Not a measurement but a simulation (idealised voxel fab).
process module | voxel wiring stack
The width of the displayed cross-section, cut, is 205 nm; its cells are square, with a size of 5 nm.
A cross-section is a grid of square cells, given in bands from the top down. A band is one or more rows of cells.
Basically the band line says how high the top is and how high the bottom is, in nm, and then what's in it from left to right, every material with its width in nm. Empty space shows up as "air", and if a single material carries "edge to edge" it runs the full band edge to edge.
Convention: height 0 is the level below which the wafer, as received, is all one material. The lowest band does not terminate at the bottom but continues downward, represented as "z 0 and below".
Quick explanation for "30..40": the width changes in equal steps down the rows of cells, from the first number in the band's top row to the second number in its bottom row.
Reading "nothing different" for a step: not a cell of the cross-section changed in it.
Under "Sealed void inventory" you'll find the enclosed gaps, the ones with no way out to the top, that are 8 cells or bigger; each reads width x height at distance, with distance counted from the left edge, everything in nm.
Past the settings on a step's line: simulator remark, on that step.
overlay nm, on a step with a mask: how far to the right of its planned place the mask lay; to the left if negative

Steps in the process plan:
1: RECEIVE with material Si
2: CONFORMAL_DEP with material SiO2, thk nm 15
3: CONFORMAL_DEP with material SiCN, thk nm 5
4: DIRECTIONAL_DEP with material SiO2, thk nm 25
5: PATTERN with tone open, mask id METAL_1, material resist, width nm 30, pitch nm 45, thk nm 15, overlay nm 0
6: DIRECTIONAL_ETCH with etch materials SiO2, depth nm 25
7: DIRECTIONAL_ETCH with etch materials SiCN, depth nm 5
8: STRIP with etch materials resist
9: CONFORMAL_DEP with material TiN, thk nm 5
10: FILL_DEP with material Ru, thk nm 10
11: CMP with height nm 45
12: CONFORMAL_DEP with material SiCN, thk nm 5
13: DIRECTIONAL_DEP with material lowk, thk nm 15
14: DIRECTIONAL_DEP with material aC, thk nm 10
15: PATTERN with tone open, mask id PLUG_1, material resist, width nm 15, pitch nm 45, thk nm 25, overlay nm 0
16: DIRECTIONAL_ETCH with etch materials aC, depth nm 10
17: STRIP with etch materials resist
18: DIRECTIONAL_ETCH with etch materials lowk, depth nm 15
19: DIRECTIONAL_ETCH with etch materials SiCN, depth nm 5
20: STRIP with etch materials aC
21: EPI with material Ru, thk nm 10
22: EPI with material Ru, thk nm 10
23: DIRECTIONAL_DEP with material TiN, thk nm 5
24: DIRECTIONAL_DEP with material W, thk nm 15
25: DIRECTIONAL_DEP with material aC, thk nm 15
26: PATTERN with tone cover, mask id METAL_2, material resist, width nm 30, pitch nm 45, thk nm 30, overlay nm 0
27: DIRECTIONAL_ETCH with etch materials aC, depth nm 15
28: STRIP with etch materials resist
29: DIRECTIONAL_ETCH with etch materials W, depth nm 15
30: DIRECTIONAL_ETCH with etch materials TiN, depth nm 5
31: STRIP with etch materials aC
32: FILL_DEP with material SiO2, thk nm 5
33: CMP with height nm 85
34: CONFORMAL_DEP with material SiCN, thk nm 5
35: DIRECTIONAL_DEP with material lowk, thk nm 30
36: PATTERN with tone open, mask id METAL_3, material resist, width nm 30, pitch nm 45, thk nm 15, overlay nm 0
37: DIRECTIONAL_ETCH with etch materials lowk, depth nm 15
38: STRIP with etch materials resist
39: MASKED_ETCH with tone open, mask id METAL_3_HOLES, width nm 15, etch materials lowk, depth nm 15, overlay nm 0
40: MASKED_ETCH with tone open, mask id METAL_3_HOLES, width nm 15, etch materials SiCN, depth nm 5, overlay nm 0
41: CONFORMAL_DEP with material TiN, thk nm 5
42: FILL_DEP with material Cu, thk nm 10
43: CMP with height nm 120
44: CONFORMAL_DEP with material SiCN, thk nm 5
45: DIRECTIONAL_DEP with material lowk, thk nm 30
46: DIRECTIONAL_DEP with material aC, thk nm 10
47: PATTERN with tone open, mask id METAL_4, material resist, width nm 30, pitch nm 45, thk nm 30, overlay nm 0
48: DIRECTIONAL_ETCH with etch materials aC, depth nm 10
49: STRIP with etch materials resist
50: DIRECTIONAL_ETCH with etch materials lowk, depth nm 15
51: STRIP with etch materials aC
52: DIRECTIONAL_DEP with material aC, thk nm 10
53: PATTERN with tone open, mask id METAL_4_HOLES, material resist, width nm 15, thk nm 30, overlay nm 0
54: DIRECTIONAL_ETCH with etch materials aC, depth nm 10
55: STRIP with etch materials resist
56: DIRECTIONAL_ETCH with etch materials lowk, depth nm 15
57: DIRECTIONAL_ETCH with etch materials SiCN, depth nm 5
58: STRIP with etch materials aC
59: CONFORMAL_DEP with material TiN, thk nm 5
60: FILL_DEP with material Cu, thk nm 10
61: CMP with height nm 155
62: CONFORMAL_DEP with material SiCN, thk nm 5

Below: the first of two wafers, run as planned:

Cross-sectional view of the wafer in its as-received condition, corresponding to the state after step 1:
- z 0 and below = Si edge to edge
- Sealed void inventory: none

State of the wafer after step 2, shown in cross-section:
- z 15 to 0 = SiO2 edge to edge
- At heights below 0, the structure remains unaltered.

State of the wafer after step 3, shown in cross-section:
- z 20 to 15 = SiCN edge to edge
- At heights below 15, the structure remains unaltered.

State of the wafer after step 4, shown in cross-section:
- z 45 to 20 = SiO2 edge to edge
- At heights below 20, the structure remains unaltered.

State of the wafer after step 5, shown in cross-section:
- z 60 to 45 = resist: 65, then air: 30, then resist: 15, then air: 30, then resist: 65
- At heights below 45, the structure remains unaltered.

State of the wafer after step 6, shown in cross-section:
- z 60 to 45 = resist: 65, then air: 30, then resist: 15, then air: 30, then resist: 65
- z 45 to 20 = SiO2: 65, then air: 30, then SiO2: 15, then air: 30, then SiO2: 65
- At heights below 20, the structure remains unaltered.

State of the wafer after step 7, shown in cross-section:
- z 60 to 45 = resist: 65, then air: 30, then resist: 15, then air: 30, then resist: 65
- z 45 to 20 = SiO2: 65, then air: 30, then SiO2: 15, then air: 30, then SiO2: 65
- z 20 to 15 = SiCN: 65, then air: 30, then SiCN: 15, then air: 30, then SiCN: 65
- At heights below 15, the structure remains unaltered.

State of the wafer after step 8, shown in cross-section:
- z 45 to 20 = SiO2: 65, then air: 30, then SiO2: 15, then air: 30, then SiO2: 65
- At heights below 20, the structure remains unaltered.

State of the wafer after step 9, shown in cross-section:
- z 50 to 45 = TiN: 70, then air: 20, then TiN: 25, then air: 20, then TiN: 70
- z 45 to 20 = SiO2: 65, then TiN: 5, then air: 20, then TiN: 5, then SiO2: 15, then TiN: 5, then air: 20, then TiN: 5, then SiO2: 65
- z 20 to 15 = SiCN: 65, then TiN: 30, then SiCN: 15, then TiN: 30, then SiCN: 65
- At heights below 15, the structure remains unaltered.

State of the wafer after step 10, shown in cross-section:
- z 60 to 50 = Ru edge to edge
- z 50 to 45 = TiN: 70, then Ru: 20, then TiN: 25, then Ru: 20, then TiN: 70
- z 45 to 20 = SiO2: 65, then TiN: 5, then Ru: 20, then TiN: 5, then SiO2: 15, then TiN: 5, then Ru: 20, then TiN: 5, then SiO2: 65
- At heights below 20, the structure remains unaltered.

State of the wafer after step 11, shown in cross-section:
- z 45 to 20 = SiO2: 65, then TiN: 5, then Ru: 20, then TiN: 5, then SiO2: 15, then TiN: 5, then Ru: 20, then TiN: 5, then SiO2: 65
- At heights below 20, the structure remains unaltered.

State of the wafer after step 12, shown in cross-section:
- z 50 to 45 = SiCN edge to edge
- At heights below 45, the structure remains unaltered.

State of the wafer after step 13, shown in cross-section:
- z 65 to 50 = lowk edge to edge
- At heights below 50, the structure remains unaltered.

State of the wafer after step 14, shown in cross-section:
- z 75 to 65 = aC edge to edge
- At heights below 65, the structure remains unaltered.

State of the wafer after step 15, shown in cross-section:
- z 100 to 75 = resist: 65, then air: 15, then resist: 30, then air: 15, then resist: 80
- At heights below 75, the structure remains unaltered.

State of the wafer after step 16, shown in cross-section:
- z 90 to 75 = resist: 65, then air: 15, then resist: 30, then air: 15, then resist: 80
- z 75 to 65 = aC: 65, then air: 15, then aC: 30, then air: 15, then aC: 80
- At heights below 65, the structure remains unaltered.

State of the wafer after step 17, shown in cross-section:
- z 75 to 65 = aC: 65, then air: 15, then aC: 30, then air: 15, then aC: 80
- At heights below 65, the structure remains unaltered.

State of the wafer after step 18, shown in cross-section:
- z 75 to 65 = aC: 65, then air: 15, then aC: 30, then air: 15, then aC: 80
- z 65 to 50 = lowk: 65, then air: 15, then lowk: 30, then air: 15, then lowk: 80
- At heights below 50, the structure remains unaltered.

State of the wafer after step 19, shown in cross-section:
- z 75 to 65 = aC: 65, then air: 15, then aC: 30, then air: 15, then aC: 80
- z 65 to 50 = lowk: 65, then air: 15, then lowk: 30, then air: 15, then lowk: 80
- z 50 to 45 = SiCN: 65, then air: 15, then SiCN: 30, then air: 15, then SiCN: 80
- At heights below 45, the structure remains unaltered.

State of the wafer after step 20, shown in cross-section:
- z 65 to 50 = lowk: 65, then air: 15, then lowk: 30, then air: 15, then lowk: 80
- At heights below 50, the structure remains unaltered.

State of the wafer after step 21, shown in cross-section:
- z 65 to 55 = lowk: 65, then air: 15, then lowk: 30, then air: 15, then lowk: 80
- z 55 to 50 = lowk: 65, then Ru: 15, then lowk: 30, then Ru: 15, then lowk: 80
- z 50 to 45 = SiCN: 65, then Ru: 15, then SiCN: 30, then Ru: 15, then SiCN: 80
- At heights below 45, the structure remains unaltered.

State of the wafer after step 22, shown in cross-section:
- z 65 to 50 = lowk: 65, then Ru: 15, then lowk: 30, then Ru: 15, then lowk: 80
- At heights below 50, the structure remains unaltered.

State of the wafer after step 23, shown in cross-section:
- z 70 to 65 = TiN edge to edge
- At heights below 65, the structure remains unaltered.

State of the wafer after step 24, shown in cross-section:
- z 85 to 70 = W edge to edge
- At heights below 70, the structure remains unaltered.

State of the wafer after step 25, shown in cross-section:
- z 100 to 85 = aC edge to edge
- At heights below 85, the structure remains unaltered.

State of the wafer after step 26, shown in cross-section:
- z 130 to 100 = air: 65, then resist: 30, then air: 15, then resist: 30, then air: 65
- At heights below 100, the structure remains unaltered.

State of the wafer after step 27, shown in cross-section:
- z 115 to 100 = air: 65, then resist: 30, then air: 15, then resist: 30, then air: 65
- z 100 to 85 = air: 65, then aC: 30, then air: 15, then aC: 30, then air: 65
- At heights below 85, the structure remains unaltered.

State of the wafer after step 28, shown in cross-section:
- z 100 to 85 = air: 65, then aC: 30, then air: 15, then aC: 30, then air: 65
- At heights below 85, the structure remains unaltered.

State of the wafer after step 29, shown in cross-section:
- z 100 to 85 = air: 65, then aC: 30, then air: 15, then aC: 30, then air: 65
- z 85 to 70 = air: 65, then W: 30, then air: 15, then W: 30, then air: 65
- At heights below 70, the structure remains unaltered.

State of the wafer after step 30, shown in cross-section:
- z 100 to 85 = air: 65, then aC: 30, then air: 15, then aC: 30, then air: 65
- z 85 to 70 = air: 65, then W: 30, then air: 15, then W: 30, then air: 65
- z 70 to 65 = air: 65, then TiN: 30, then air: 15, then TiN: 30, then air: 65
- At heights below 65, the structure remains unaltered.

State of the wafer after step 31, shown in cross-section:
- z 85 to 70 = air: 65, then W: 30, then air: 15, then W: 30, then air: 65
- At heights below 70, the structure remains unaltered.

State of the wafer after step 32, shown in cross-section:
- z 90 to 85 = SiO2 edge to edge
- z 85 to 70 = SiO2: 65, then W: 30, then SiO2: 15, then W: 30, then SiO2: 65
- z 70 to 65 = SiO2: 65, then TiN: 30, then SiO2: 15, then TiN: 30, then SiO2: 65
- At heights below 65, the structure remains unaltered.

State of the wafer after step 33, shown in cross-section:
- z 85 to 70 = SiO2: 65, then W: 30, then SiO2: 15, then W: 30, then SiO2: 65
- At heights below 70, the structure remains unaltered.

State of the wafer after step 34, shown in cross-section:
- z 90 to 85 = SiCN edge to edge
- At heights below 85, the structure remains unaltered.

State of the wafer after step 35, shown in cross-section:
- z 120 to 90 = lowk edge to edge
- At heights below 90, the structure remains unaltered.

State of the wafer after step 36, shown in cross-section:
- z 135 to 120 = resist: 65, then air: 30, then resist: 15, then air: 30, then resist: 65
- At heights below 120, the structure remains unaltered.

State of the wafer after step 37, shown in cross-section:
- z 135 to 120 = resist: 65, then air: 30, then resist: 15, then air: 30, then resist: 65
- z 120 to 105 = lowk: 65, then air: 30, then lowk: 15, then air: 30, then lowk: 65
- At heights below 105, the structure remains unaltered.

State of the wafer after step 38, shown in cross-section:
- z 120 to 105 = lowk: 65, then air: 30, then lowk: 15, then air: 30, then lowk: 65
- At heights below 105, the structure remains unaltered.

State of the wafer after step 39, shown in cross-section:
- z 120 to 105 = lowk: 65, then air: 30, then lowk: 15, then air: 30, then lowk: 65
- z 105 to 90 = lowk: 65, then air: 15, then lowk: 125
- At heights below 90, the structure remains unaltered.

State of the wafer after step 40, shown in cross-section:
- z 120 to 105 = lowk: 65, then air: 30, then lowk: 15, then air: 30, then lowk: 65
- z 105 to 90 = lowk: 65, then air: 15, then lowk: 125
- z 90 to 85 = SiCN: 65, then air: 15, then SiCN: 125
- At heights below 85, the structure remains unaltered.

State of the wafer after step 41, shown in cross-section:
- z 125 to 120 = TiN: 70, then air: 20, then TiN: 25, then air: 20, then TiN: 70
- z 120 to 110 = lowk: 65, then TiN: 5, then air: 20, then TiN: 5, then lowk: 15, then TiN: 5, then air: 20, then TiN: 5, then lowk: 65
- z 110 to 105 = lowk: 65, then TiN: 5, then air: 5, then TiN: 20, then lowk: 15, then TiN: 30, then lowk: 65
- z 105 to 90 = lowk: 65, then TiN: 5, then air: 5, then TiN: 5, then lowk: 125
- z 90 to 85 = SiCN: 65, then TiN: 15, then SiCN: 125
- At heights below 85, the structure remains unaltered.

State of the wafer after step 42, shown in cross-section:
- z 135 to 125 = Cu edge to edge
- z 125 to 120 = TiN: 70, then Cu: 20, then TiN: 25, then Cu: 20, then TiN: 70
- z 120 to 110 = lowk: 65, then TiN: 5, then Cu: 20, then TiN: 5, then lowk: 15, then TiN: 5, then Cu: 20, then TiN: 5, then lowk: 65
- z 110 to 105 = lowk: 65, then TiN: 5, then Cu: 5, then TiN: 20, then lowk: 15, then TiN: 30, then lowk: 65
- z 105 to 90 = lowk: 65, then TiN: 5, then Cu: 5, then TiN: 5, then lowk: 125
- At heights below 90, the structure remains unaltered.

State of the wafer after step 43, shown in cross-section:
- z 120 to 110 = lowk: 65, then TiN: 5, then Cu: 20, then TiN: 5, then lowk: 15, then TiN: 5, then Cu: 20, then TiN: 5, then lowk: 65
- At heights below 110, the structure remains unaltered.

State of the wafer after step 44, shown in cross-section:
- z 125 to 120 = SiCN edge to edge
- At heights below 120, the structure remains unaltered.

State of the wafer after step 45, shown in cross-section:
- z 155 to 125 = lowk edge to edge
- At heights below 125, the structure remains unaltered.

State of the wafer after step 46, shown in cross-section:
- z 165 to 155 = aC edge to edge
- At heights below 155, the structure remains unaltered.

State of the wafer after step 47, shown in cross-section:
- z 195 to 165 = resist: 65, then air: 30, then resist: 15, then air: 30, then resist: 65
- At heights below 165, the structure remains unaltered.

State of the wafer after step 48, shown in cross-section:
- z 185 to 165 = resist: 65, then air: 30, then resist: 15, then air: 30, then resist: 65
- z 165 to 155 = aC: 65, then air: 30, then aC: 15, then air: 30, then aC: 65
- At heights below 155, the structure remains unaltered.

State of the wafer after step 49, shown in cross-section:
- z 165 to 155 = aC: 65, then air: 30, then aC: 15, then air: 30, then aC: 65
- At heights below 155, the structure remains unaltered.

State of the wafer after step 50, shown in cross-section:
- z 165 to 155 = aC: 65, then air: 30, then aC: 15, then air: 30, then aC: 65
- z 155 to 140 = lowk: 65, then air: 30, then lowk: 15, then air: 30, then lowk: 65
- At heights below 140, the structure remains unaltered.

State of the wafer after step 51, shown in cross-section:
- z 155 to 140 = lowk: 65, then air: 30, then lowk: 15, then air: 30, then lowk: 65
- At heights below 140, the structure remains unaltered.

State of the wafer after step 52, shown in cross-section:
- z 165 to 155 = aC: 65, then air: 30, then aC: 15, then air: 30, then aC: 65
- z 155 to 150 = lowk: 65, then air: 30, then lowk: 15, then air: 30, then lowk: 65
- z 150 to 140 = lowk: 65, then aC: 30, then lowk: 15, then aC: 30, then lowk: 65
- At heights below 140, the structure remains unaltered.

State of the wafer after step 53, shown in cross-section:
- z 195 to 165 = resist: 65, then air: 15, then resist: 125
- z 165 to 155 = aC: 65, then air: 15, then resist: 15, then aC: 15, then resist: 30, then aC: 65
- z 155 to 150 = lowk: 65, then air: 15, then resist: 15, then lowk: 15, then resist: 30, then lowk: 65
- At heights below 150, the structure remains unaltered.

State of the wafer after step 54, shown in cross-section:
- z 185 to 165 = resist: 65, then air: 15, then resist: 125
- z 165 to 155 = aC: 65, then air: 15, then resist: 15, then aC: 15, then resist: 30, then aC: 65
- z 155 to 150 = lowk: 65, then air: 15, then resist: 15, then lowk: 15, then resist: 30, then lowk: 65
- z 150 to 140 = lowk: 65, then air: 15, then aC: 15, then lowk: 15, then aC: 30, then lowk: 65
- At heights below 140, the structure remains unaltered.

State of the wafer after step 55, shown in cross-section:
- z 165 to 155 = aC: 65, then air: 30, then aC: 15, then air: 30, then aC: 65
- z 155 to 150 = lowk: 65, then air: 30, then lowk: 15, then air: 30, then lowk: 65
- At heights below 150, the structure remains unaltered.

State of the wafer after step 56, shown in cross-section:
- z 165 to 155 = aC: 65, then air: 30, then aC: 15, then air: 30, then aC: 65
- z 155 to 150 = lowk: 65, then air: 30, then lowk: 15, then air: 30, then lowk: 65
- z 150 to 140 = lowk: 65, then air: 15, then aC: 15, then lowk: 15, then aC: 30, then lowk: 65
- z 140 to 125 = lowk: 65, then air: 15, then lowk: 125
- At heights below 125, the structure remains unaltered.

State of the wafer after step 57, shown in cross-section:
- z 165 to 155 = aC: 65, then air: 30, then aC: 15, then air: 30, then aC: 65
- z 155 to 150 = lowk: 65, then air: 30, then lowk: 15, then air: 30, then lowk: 65
- z 150 to 140 = lowk: 65, then air: 15, then aC: 15, then lowk: 15, then aC: 30, then lowk: 65
- z 140 to 125 = lowk: 65, then air: 15, then lowk: 125
- z 125 to 120 = SiCN: 65, then air: 15, then SiCN: 125
- At heights below 120, the structure remains unaltered.

State of the wafer after step 58, shown in cross-section:
- z 155 to 140 = lowk: 65, then air: 30, then lowk: 15, then air: 30, then lowk: 65
- At heights below 140, the structure remains unaltered.

State of the wafer after step 59, shown in cross-section:
- z 160 to 155 = TiN: 70, then air: 20, then TiN: 25, then air: 20, then TiN: 70
- z 155 to 145 = lowk: 65, then TiN: 5, then air: 20, then TiN: 5, then lowk: 15, then TiN: 5, then air: 20, then TiN: 5, then lowk: 65
- z 145 to 140 = lowk: 65, then TiN: 5, then air: 5, then TiN: 20, then lowk: 15, then TiN: 30, then lowk: 65
- z 140 to 125 = lowk: 65, then TiN: 5, then air: 5, then TiN: 5, then lowk: 125
- z 125 to 120 = SiCN: 65, then TiN: 15, then SiCN: 125
- At heights below 120, the structure remains unaltered.

State of the wafer after step 60, shown in cross-section:
- z 170 to 160 = Cu edge to edge
- z 160 to 155 = TiN: 70, then Cu: 20, then TiN: 25, then Cu: 20, then TiN: 70
- z 155 to 145 = lowk: 65, then TiN: 5, then Cu: 20, then TiN: 5, then lowk: 15, then TiN: 5, then Cu: 20, then TiN: 5, then lowk: 65
- z 145 to 140 = lowk: 65, then TiN: 5, then Cu: 5, then TiN: 20, then lowk: 15, then TiN: 30, then lowk: 65
- z 140 to 125 = lowk: 65, then TiN: 5, then Cu: 5, then TiN: 5, then lowk: 125
- At heights below 125, the structure remains unaltered.

State of the wafer after step 61, shown in cross-section:
- z 155 to 145 = lowk: 65, then TiN: 5, then Cu: 20, then TiN: 5, then lowk: 15, then TiN: 5, then Cu: 20, then TiN: 5, then lowk: 65
- At heights below 145, the structure remains unaltered.

State of the wafer after step 62, shown in cross-section:
- z 160 to 155 = SiCN edge to edge
- At heights below 155, the structure remains unaltered.

The second wafer was prepared from the same starting point and under the same plan as the first; its processing contained one mistake, and it remains indistinguishable from the first wafer up to and including step 23:

Look at the second wafer in cross-section at the time step 24 ought to have finished:
- z 85 to 70 = lowk edge to edge
- At heights below 70, the structure remains unaltered.

Look at the second wafer in cross-section at the time step 25 ought to have finished:
- z 100 to 85 = aC edge to edge
- At heights below 85, the structure remains unaltered.

Look at the second wafer in cross-section at the time step 26 ought to have finished:
- z 130 to 100 = air: 65, then resist: 30, then air: 15, then resist: 30, then air: 65
- At heights below 100, the structure remains unaltered.

Look at the second wafer in cross-section at the time step 27 ought to have finished:
- z 115 to 100 = air: 65, then resist: 30, then air: 15, then resist: 30, then air: 65
- z 100 to 85 = air: 65, then aC: 30, then air: 15, then aC: 30, then air: 65
- At heights below 85, the structure remains unaltered.

Look at the second wafer in cross-section at the time step 28 ought to have finished:
- z 100 to 85 = air: 65, then aC: 30, then air: 15, then aC: 30, then air: 65
- At heights below 85, the structure remains unaltered.

Look at the second wafer in cross-section at the time step 29 ought to have finished: nothing different

Look at the second wafer in cross-section at the time step 30 ought to have finished: nothing different

Look at the second wafer in cross-section at the time step 31 ought to have finished:
- z 85 to 70 = lowk edge to edge
- At heights below 70, the structure remains unaltered.

Look at the second wafer in cross-section at the time step 32 ought to have finished:
- z 90 to 85 = SiO2 edge to edge
- At heights below 85, the structure remains unaltered.

Look at the second wafer in cross-section at the time step 33 ought to have finished:
- z 85 to 70 = lowk edge to edge
- At heights below 70, the structure remains unaltered.

Look at the second wafer in cross-section at the time step 34 ought to have finished:
- z 90 to 85 = SiCN edge to edge
- At heights below 85, the structure remains unaltered.

Look at the second wafer in cross-section at the time step 35 ought to have finished:
- z 120 to 90 = lowk edge to edge
- At heights below 90, the structure remains unaltered.

Look at the second wafer in cross-section at the time step 36 ought to have finished:
- z 135 to 120 = resist: 65, then air: 30, then resist: 15, then air: 30, then resist: 65
- At heights below 120, the structure remains unaltered.

Look at the second wafer in cross-section at the time step 37 ought to have finished:
- z 135 to 120 = resist: 65, then air: 30, then resist: 15, then air: 30, then resist: 65
- z 120 to 105 = lowk: 65, then air: 30, then lowk: 15, then air: 30, then lowk: 65
- At heights below 105, the structure remains unaltered.

Look at the second wafer in cross-section at the time step 38 ought to have finished:
- z 120 to 105 = lowk: 65, then air: 30, then lowk: 15, then air: 30, then lowk: 65
- At heights below 105, the structure remains unaltered.

Look at the second wafer in cross-section at the time step 39 ought to have finished:
- z 120 to 105 = lowk: 65, then air: 30, then lowk: 15, then air: 30, then lowk: 65
- z 105 to 90 = lowk: 65, then air: 15, then lowk: 125
- At heights below 90, the structure remains unaltered.

Look at the second wafer in cross-section at the time step 40 ought to have finished:
- z 120 to 105 = lowk: 65, then air: 30, then lowk: 15, then air: 30, then lowk: 65
- z 105 to 90 = lowk: 65, then air: 15, then lowk: 125
- z 90 to 85 = SiCN: 65, then air: 15, then SiCN: 125
- At heights below 85, the structure remains unaltered.

Look at the second wafer in cross-section at the time step 41 ought to have finished:
- z 125 to 120 = TiN: 70, then air: 20, then TiN: 25, then air: 20, then TiN: 70
- z 120 to 110 = lowk: 65, then TiN: 5, then air: 20, then TiN: 5, then lowk: 15, then TiN: 5, then air: 20, then TiN: 5, then lowk: 65
- z 110 to 105 = lowk: 65, then TiN: 5, then air: 5, then TiN: 20, then lowk: 15, then TiN: 30, then lowk: 65
- z 105 to 90 = lowk: 65, then TiN: 5, then air: 5, then TiN: 5, then lowk: 125
- z 90 to 85 = SiCN: 65, then TiN: 15, then SiCN: 125
- At heights below 85, the structure remains unaltered.

Look at the second wafer in cross-section at the time step 42 ought to have finished:
- z 135 to 125 = Cu edge to edge
- z 125 to 120 = TiN: 70, then Cu: 20, then TiN: 25, then Cu: 20, then TiN: 70
- z 120 to 110 = lowk: 65, then TiN: 5, then Cu: 20, then TiN: 5, then lowk: 15, then TiN: 5, then Cu: 20, then TiN: 5, then lowk: 65
- z 110 to 105 = lowk: 65, then TiN: 5, then Cu: 5, then TiN: 20, then lowk: 15, then TiN: 30, then lowk: 65
- z 105 to 90 = lowk: 65, then TiN: 5, then Cu: 5, then TiN: 5, then lowk: 125
- At heights below 90, the structure remains unaltered.

Look at the second wafer in cross-section at the time step 43 ought to have finished:
- z 120 to 110 = lowk: 65, then TiN: 5, then Cu: 20, then TiN: 5, then lowk: 15, then TiN: 5, then Cu: 20, then TiN: 5, then lowk: 65
- At heights below 110, the structure remains unaltered.

Look at the second wafer in cross-section at the time step 44 ought to have finished:
- z 125 to 120 = SiCN edge to edge
- At heights below 120, the structure remains unaltered.

Look at the second wafer in cross-section at the time step 45 ought to have finished:
- z 155 to 125 = lowk edge to edge
- At heights below 125, the structure remains unaltered.

Look at the second wafer in cross-section at the time step 46 ought to have finished:
- z 165 to 155 = aC edge to edge
- At heights below 155, the structure remains unaltered.

Look at the second wafer in cross-section at the time step 47 ought to have finished:
- z 195 to 165 = resist: 65, then air: 30, then resist: 15, then air: 30, then resist: 65
- At heights below 165, the structure remains unaltered.

Look at the second wafer in cross-section at the time step 48 ought to have finished:
- z 185 to 165 = resist: 65, then air: 30, then resist: 15, then air: 30, then resist: 65
- z 165 to 155 = aC: 65, then air: 30, then aC: 15, then air: 30, then aC: 65
- At heights below 155, the structure remains unaltered.

Look at the second wafer in cross-section at the time step 49 ought to have finished:
- z 165 to 155 = aC: 65, then air: 30, then aC: 15, then air: 30, then aC: 65
- At heights below 155, the structure remains unaltered.

Look at the second wafer in cross-section at the time step 50 ought to have finished:
- z 165 to 155 = aC: 65, then air: 30, then aC: 15, then air: 30, then aC: 65
- z 155 to 140 = lowk: 65, then air: 30, then lowk: 15, then air: 30, then lowk: 65
- At heights below 140, the structure remains unaltered.

Look at the second wafer in cross-section at the time step 51 ought to have finished:
- z 155 to 140 = lowk: 65, then air: 30, then lowk: 15, then air: 30, then lowk: 65
- At heights below 140, the structure remains unaltered.

Look at the second wafer in cross-section at the time step 52 ought to have finished:
- z 165 to 155 = aC: 65, then air: 30, then aC: 15, then air: 30, then aC: 65
- z 155 to 150 = lowk: 65, then air: 30, then lowk: 15, then air: 30, then lowk: 65
- z 150 to 140 = lowk: 65, then aC: 30, then lowk: 15, then aC: 30, then lowk: 65
- At heights below 140, the structure remains unaltered.

Look at the second wafer in cross-section at the time step 53 ought to have finished:
- z 195 to 165 = resist: 65, then air: 15, then resist: 125
- z 165 to 155 = aC: 65, then air: 15, then resist: 15, then aC: 15, then resist: 30, then aC: 65
- z 155 to 150 = lowk: 65, then air: 15, then resist: 15, then lowk: 15, then resist: 30, then lowk: 65
- At heights below 150, the structure remains unaltered.

Look at the second wafer in cross-section at the time step 54 ought to have finished:
- z 185 to 165 = resist: 65, then air: 15, then resist: 125
- z 165 to 155 = aC: 65, then air: 15, then resist: 15, then aC: 15, then resist: 30, then aC: 65
- z 155 to 150 = lowk: 65, then air: 15, then resist: 15, then lowk: 15, then resist: 30, then lowk: 65
- z 150 to 140 = lowk: 65, then air: 15, then aC: 15, then lowk: 15, then aC: 30, then lowk: 65
- At heights below 140, the structure remains unaltered.

Look at the second wafer in cross-section at the time step 55 ought to have finished:
- z 165 to 155 = aC: 65, then air: 30, then aC: 15, then air: 30, then aC: 65
- z 155 to 150 = lowk: 65, then air: 30, then lowk: 15, then air: 30, then lowk: 65
- At heights below 150, the structure remains unaltered.

Look at the second wafer in cross-section at the time step 56 ought to have finished:
- z 165 to 155 = aC: 65, then air: 30, then aC: 15, then air: 30, then aC: 65
- z 155 to 150 = lowk: 65, then air: 30, then lowk: 15, then air: 30, then lowk: 65
- z 150 to 140 = lowk: 65, then air: 15, then aC: 15, then lowk: 15, then aC: 30, then lowk: 65
- z 140 to 125 = lowk: 65, then air: 15, then lowk: 125
- At heights below 125, the structure remains unaltered.

Look at the second wafer in cross-section at the time step 57 ought to have finished:
- z 165 to 155 = aC: 65, then air: 30, then aC: 15, then air: 30, then aC: 65
- z 155 to 150 = lowk: 65, then air: 30, then lowk: 15, then air: 30, then lowk: 65
- z 150 to 140 = lowk: 65, then air: 15, then aC: 15, then lowk: 15, then aC: 30, then lowk: 65
- z 140 to 125 = lowk: 65, then air: 15, then lowk: 125
- z 125 to 120 = SiCN: 65, then air: 15, then SiCN: 125
- At heights below 120, the structure remains unaltered.

Look at the second wafer in cross-section at the time step 58 ought to have finished:
- z 155 to 140 = lowk: 65, then air: 30, then lowk: 15, then air: 30, then lowk: 65
- At heights below 140, the structure remains unaltered.

Look at the second wafer in cross-section at the time step 59 ought to have finished:
- z 160 to 155 = TiN: 70, then air: 20, then TiN: 25, then air: 20, then TiN: 70
- z 155 to 145 = lowk: 65, then TiN: 5, then air: 20, then TiN: 5, then lowk: 15, then TiN: 5, then air: 20, then TiN: 5, then lowk: 65
- z 145 to 140 = lowk: 65, then TiN: 5, then air: 5, then TiN: 20, then lowk: 15, then TiN: 30, then lowk: 65
- z 140 to 125 = lowk: 65, then TiN: 5, then air: 5, then TiN: 5, then lowk: 125
- z 125 to 120 = SiCN: 65, then TiN: 15, then SiCN: 125
- At heights below 120, the structure remains unaltered.

Look at the second wafer in cross-section at the time step 60 ought to have finished:
- z 170 to 160 = Cu edge to edge
- z 160 to 155 = TiN: 70, then Cu: 20, then TiN: 25, then Cu: 20, then TiN: 70
- z 155 to 145 = lowk: 65, then TiN: 5, then Cu: 20, then TiN: 5, then lowk: 15, then TiN: 5, then Cu: 20, then TiN: 5, then lowk: 65
- z 145 to 140 = lowk: 65, then TiN: 5, then Cu: 5, then TiN: 20, then lowk: 15, then TiN: 30, then lowk: 65
- z 140 to 125 = lowk: 65, then TiN: 5, then Cu: 5, then TiN: 5, then lowk: 125
- At heights below 125, the structure remains unaltered.

Look at the second wafer in cross-section at the time step 61 ought to have finished:
- z 155 to 145 = lowk: 65, then TiN: 5, then Cu: 20, then TiN: 5, then lowk: 15, then TiN: 5, then Cu: 20, then TiN: 5, then lowk: 65
- At heights below 145, the structure remains unaltered.

Look at the second wafer in cross-section at the time step 62 ought to have finished:
- z 160 to 155 = SiCN edge to edge
- At heights below 155, the structure remains unaltered.
What was done differently from what was planned? step 24 did not happen as planned, as run it was DIRECTIONAL_DEP with material lowk, thk nm 15
FYI, end of process, the second wafer has more or fewer cells of some materials than the first: SiO2: 116 fewer; TiN: 29 more; W: 36 fewer; lowk: 123 more
